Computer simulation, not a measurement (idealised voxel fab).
Process module name: voxel spacer lines
Xsec cut, 260 nm wide, square cell size 5 nm.
Cross-section format: a grid of square cells, given as bands from top to bottom; each band is one or more rows of cells.
Band: top and bottom heights (nm) first, top before bottom; then materials from left to right, widths in nm. "throughout" marks a sole material filling the band edge to edge. "air" denotes empty space.
Measure heights from 0. That's the level where, below it, the as-received wafer is all one material. The lowest band is bottomless and extends downward; write it as in "0..down".
Width spec "30->40" -> top row of cells at first value, bottom row at second value, equal per-row change in between.
Basically "remains unaltered" means that step didn't change any cell in the cross-section.
Each empty space that has no open way to the top and spans at least 8 cells appears under "Fully enclosed voids" as width x height at distance, the distance counted from the left edge, all in nm.
What comes after the settings on a step's line is commentary from the simulator itself on that step.
For masked steps, "overlay nm" on the step line gives how far right of plan the mask actually lay; a minus sign means it lay to the left.
Plan:
1 RECEIVE,material Si
2 CONFORMAL_DEP,material Al2O3,thk nm 5
3 DIRECTIONAL_DEP,material SiN,thk nm 10
4 DIRECTIONAL_DEP,material aC,thk nm 20
5 PATTERN,tone cover,mask id MANDREL,material resist,width nm 25,pitch nm 70,thk nm 30,overlay nm 0
6 DIRECTIONAL_ETCH,etch materials aC,depth nm 20
7 STRIP,etch materials resist
8 CONFORMAL_DEP,material SiO2,thk nm 10
9 DIRECTIONAL_ETCH,etch materials SiO2,depth nm 10
10 STRIP,etch materials aC
11 DIRECTIONAL_ETCH,etch materials SiN,depth nm 10
12 STRIP,etch materials SiO2
13 FILL_DEP,material SiO2,thk nm 10
14 CMP,height nm 15
Incoming wafer, cross-sectional view, post step 1:
    0..down: Si throughout
    Fully enclosed voids: none
Cross-section, first of two wafers, end of module, run as planned:
    15..5: 35 nm SiO2, 10 nm SiN, 25 nm SiO2, 10 nm SiN, 25 nm SiO2, 10 nm SiN, 25 nm SiO2, 10 nm SiN, 25 nm SiO2, 10 nm SiN, 25 nm SiO2, 10 nm SiN, 40 nm SiO2
    5..0: Al2O3 throughout
    0..down: Si throughout
    Fully enclosed voids: none
Second wafer through the module, sectioned at the end: same beginning and same plan as the first wafer, with one mistake in carrying it out:
    15..5: 40 nm SiO2, 10 nm SiN, 25 nm SiO2, 10 nm SiN, 25 nm SiO2, 10 nm SiN, 25 nm SiO2, 10 nm SiN, 25 nm SiO2, 10 nm SiN, 25 nm SiO2, 10 nm SiN, 35 nm SiO2
    5..0: Al2O3 throughout
    0..down: Si throughout
    Fully enclosed voids: none
Here's what went sideways: heads up, step 5 didn't go per plan, it actually ran as PATTERN,tone cover,mask id MANDREL,material resist,width nm 25,pitch nm 70,thk nm 30,overlay nm 5
In the final comparison it is observed that the number of cells assigned to each material is identical for the two wafers, whereas their placement is not.
